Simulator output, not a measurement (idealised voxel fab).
You're looking at the process module voxel tone inversion.
In the cross-section labelled cut, the width is 280 nm and each square cell is 5 nm.
We lay out every cross-section as a grid of square cells and spell it out in bands from the top down, where one band means one or more rows of cells. Band: top and bottom heights (nm) first, top before bottom; then materials from left to right, widths in nm. "all across" marks a sole material filling the band edge to edge. "air" denotes empty space. Basically, 0 is our baseline, since under it the wafer straight out of the box is all one material. The bottom band has no lower end and keeps on going down, so it looks like "z 0 and below". Width: "30 to 40" (first number = top row, second number = bottom row, same change from row to row of cells). "remained the same", as given for a step, is the statement that not any cell of the cross-section underwent a change during that step. "Closed void inventory": empty spaces of 8 cells or more with no open way to the top, each given as width x height at distance, distance from the left edge, all in nm. Note: text after step settings on the step line = simulator remark on that step. overlay nm: how far to the right of its planned place the mask lay on this masked step (negative: to the left).

Listed below are the process steps as planned:
1: RECEIVE with material Si
2: CONFORMAL_DEP with material SiN, thk nm 10
3: DIRECTIONAL_DEP with material aC, thk nm 20
4: PATTERN with tone cover, mask id POSTS, material resist, width nm 15, pitch nm 40, thk nm 30, overlay nm 0
5: DIRECTIONAL_ETCH with etch materials aC, depth nm 20
6: STRIP with etch materials resist
7: FILL_DEP with material lowk, thk nm 5
8: CMP with height nm 30
9: STRIP with etch materials aC
10: CONFORMAL_DEP with material TiN, thk nm 5
11: FILL_DEP with material Ru, thk nm 5
12: CMP with height nm 30
13: CONFORMAL_DEP with material SiCN, thk nm 5
For this document, wafers share an identical start and vary in the step 4 width nm; the plan quotes the first wafer's value.

Cross-section, first of several wafers, as delivered after step 1:
  z 0 and below: Si all across
  Closed void inventory: none

Quick key for the table: a row per wafer, taken at the end of the module. For each material it tells you how many cells the wafer gained (+) or lost (-) since it came in, and the closed voids come after:
width nm 15, +9 Ru, +56 SiCN, +112 SiN, +27 TiN, +188 lowk, Closed void inventory: none
width nm 20, +18 Ru, +56 SiCN, +112 SiN, +30 TiN, +176 lowk, Closed void inventory: none
width nm 25, +27 Ru, +56 SiCN, +112 SiN, +33 TiN, +164 lowk, Closed void inventory: none
